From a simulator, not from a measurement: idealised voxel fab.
process module | voxel self aligned vias
cross-section cut | 300 nm wide | cells 5 nm
A cross-section is a grid of square cells, given in bands from the top down. A band is one or more rows of cells.
Each band's line starts with the height of the band's top and of its bottom, in nm. Then come its materials from left to right, each with its width in nm. One material with "throughout" fills the band from edge to edge. "air" is empty space.
Height 0 is the level under which the wafer as received is all one material. The lowest band goes on downwards, as in "0 down".
A width such as "30 to 40" changes by the same amount from each row of cells to the next, from the band's top row to its bottom row.
"no change" after a step means that no cell of the cross-section changed.
closed voids: empty space of 8 cells or more with no open way to the top, each as width x height at its distance from the left edge, in nm
after a step's settings: what the simulator itself notes on the step
overlay nm, on a step with a mask: how far to the right of its planned place the mask lay; to the left if negative
plan
1 op RECEIVE | material Si
2 op CONFORMAL_DEP | material SiO2 | thk nm 15
3 op CONFORMAL_DEP | material SiCN | thk nm 5
4 op DIRECTIONAL_DEP | material lowk | thk nm 30
5 op MASKED_ETCH | tone open | mask id LINES | width nm 20 | pitch nm 60 | etch materials lowk | depth nm 30 | overlay nm 0
6 op CONFORMAL_DEP | material TiN | thk nm 5
7 op FILL_DEP | material Ru | thk nm 10
8 op CMP | height nm 50
9 op SELECTIVE_ETCH | etch materials W Ru TiN | depth nm 5
10 op FILL_DEP | material SiN | thk nm 10
11 op CMP | height nm 50
12 op DIRECTIONAL_DEP | material lowk | thk nm 20
13 op MASKED_ETCH | tone open | mask id VIAS | width nm 30 | pitch nm 60 | etch materials lowk | depth nm 20 | overlay nm 0
14 op MASKED_ETCH | tone open | mask id VIAS | width nm 30 | pitch nm 60 | etch materials SiN | depth nm 5 | overlay nm 0
15 op CONFORMAL_DEP | material TiN | thk nm 5
16 op FILL_DEP | material Cu | thk nm 10
17 op CMP | height nm 70
18 op CONFORMAL_DEP | material SiN | thk nm 5
as received, after step 1
  0 down: Si throughout
  closed voids: none
a wafer at the end: this start, this plan, one mistake
  75 to 70: SiN throughout
  70 to 50: lowk 75 | TiN 5 | Cu 20 | TiN 5 | lowk 30 | TiN 5 | Cu 20 | TiN 5 | lowk 30 | TiN 5 | Cu 20 | TiN 5 | lowk 75
  50 to 45: SiN 75 | TiN 30 | SiN 30 | TiN 30 | SiN 30 | TiN 30 | SiN 75
  45 to 40: SiN throughout
  40 to 35: lowk 80 | SiN 20 | lowk 40 | SiN 20 | lowk 40 | SiN 20 | lowk 80
  35 to 25: lowk 80 | TiN 5 | Ru 10 | TiN 5 | lowk 40 | TiN 5 | Ru 10 | TiN 5 | lowk 40 | TiN 5 | Ru 10 | TiN 5 | lowk 80
  25 to 20: lowk 80 | TiN 20 | lowk 40 | TiN 20 | lowk 40 | TiN 20 | lowk 80
  20 to 15: SiCN throughout
  15 to 0: SiO2 throughout
  0 down: Si throughout
  closed voids: none
what went wrong: step 8 ran as: op CMP | height nm 40
